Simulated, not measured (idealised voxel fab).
Process module name: voxel ribs on slabs
This is section cut - it's 165 nm across, gridded in 5 nm square cells.
Think of the cross-section as a grid of square cells. We describe it in bands, top to bottom, and each band covers one or more rows of those cells.
For a band, the entry starts with two heights in nm, that of the top and then that of the bottom, and carries on with the band's materials in order from left to right, each alongside its width in nm; the word "all across" beside a single material means it fills the band edge to edge, and "empty" means empty space.
Beneath 0, the wafer as received is one material, and that level is where height counting begins. The lowest band goes on downward without a bottom; it is written like "z 0 and below".
The notation "30..40" denotes a width that varies across the rows of cells in the band, beginning at the first number in the top row, finishing at the second number in the bottom row, and changing by an identical amount from each row to the next.
The designation "stayed the same", where it is given for a processing step, indicates that no cell of the cross-section was altered in the course of that step.
Each empty space that has no open way to the top and spans at least 8 cells appears under "Closed void list" as width x height at distance, the distance counted from the left edge, all in nm.
Read whatever lies past the settings on a step's line as the simulator's own remark about the step.
overlay nm: where the mask lay relative to plan, measured to the right, on steps with a mask; negatives go left.

These are the steps we planned for the process:
- 1: RECEIVE with material Si
- 2: DIRECTIONAL_DEP with material SiO2, thk nm 20
- 3: DIRECTIONAL_DEP with material SiN, thk nm 15
- 4: PATTERN with tone cover, mask id RIB, material resist, width nm 15, thk nm 20, overlay nm 0
- 5: DIRECTIONAL_ETCH with etch materials SiN, depth nm 5
- 6: STRIP with etch materials resist
- 7: MASKED_ETCH with tone cover, mask id SLAB, width nm 55, etch materials SiN, depth nm 10, overlay nm 0
- 8: FILL_DEP with material SiO2, thk nm 25
- 9: CMP with height nm 55
- 10: DIRECTIONAL_DEP with material TiN, thk nm 10
- 11: DIRECTIONAL_DEP with material aC, thk nm 10
- 12: PATTERN with tone cover, mask id HEATER, material resist, width nm 25, thk nm 30, overlay nm 0
- 13: DIRECTIONAL_ETCH with etch materials aC, depth nm 10
- 14: STRIP with etch materials resist
- 15: DIRECTIONAL_ETCH with etch materials TiN, depth nm 10
- 16: STRIP with etch materials aC
- 17: CONFORMAL_DEP with material SiO2, thk nm 10

Incoming wafer in cross-section (state: after step 1):
  z 0 and below  Si all across
  Closed void list: none

End-of-module cross-section of the first of two wafers, processed as planned:
  z 75 to 65  60 empty | 45 SiO2 | 60 empty
  z 65 to 55  70 SiO2 | 25 TiN | 70 SiO2
  z 55 to 35  SiO2 all across
  z 35 to 30  75 SiO2 | 15 SiN | 75 SiO2
  z 30 to 20  55 SiO2 | 55 SiN | 55 SiO2
  z 20 to 0  SiO2 all across
  z 0 and below  Si all across
  Closed void list: none

End of module, second wafer, cross-section. Started like the first, planned like the first, run with one mistake:
  z 75 to 65  55 empty | 55 SiO2 | 55 empty
  z 65 to 55  65 SiO2 | 35 TiN | 65 SiO2
  z 55 to 35  SiO2 all across
  z 35 to 30  75 SiO2 | 15 SiN | 75 SiO2
  z 30 to 20  55 SiO2 | 55 SiN | 55 SiO2
  z 20 to 0  SiO2 all across
  z 0 and below  Si all across
  Closed void list: none
What was the processing mistake? step 12 deviated from plan and actually ran as PATTERN with tone cover, mask id HEATER, material resist, width nm 35, thk nm 30, overlay nm 0
Count the cells at the end and the second wafer has more or fewer of some materials than the first: TiN: 4 more
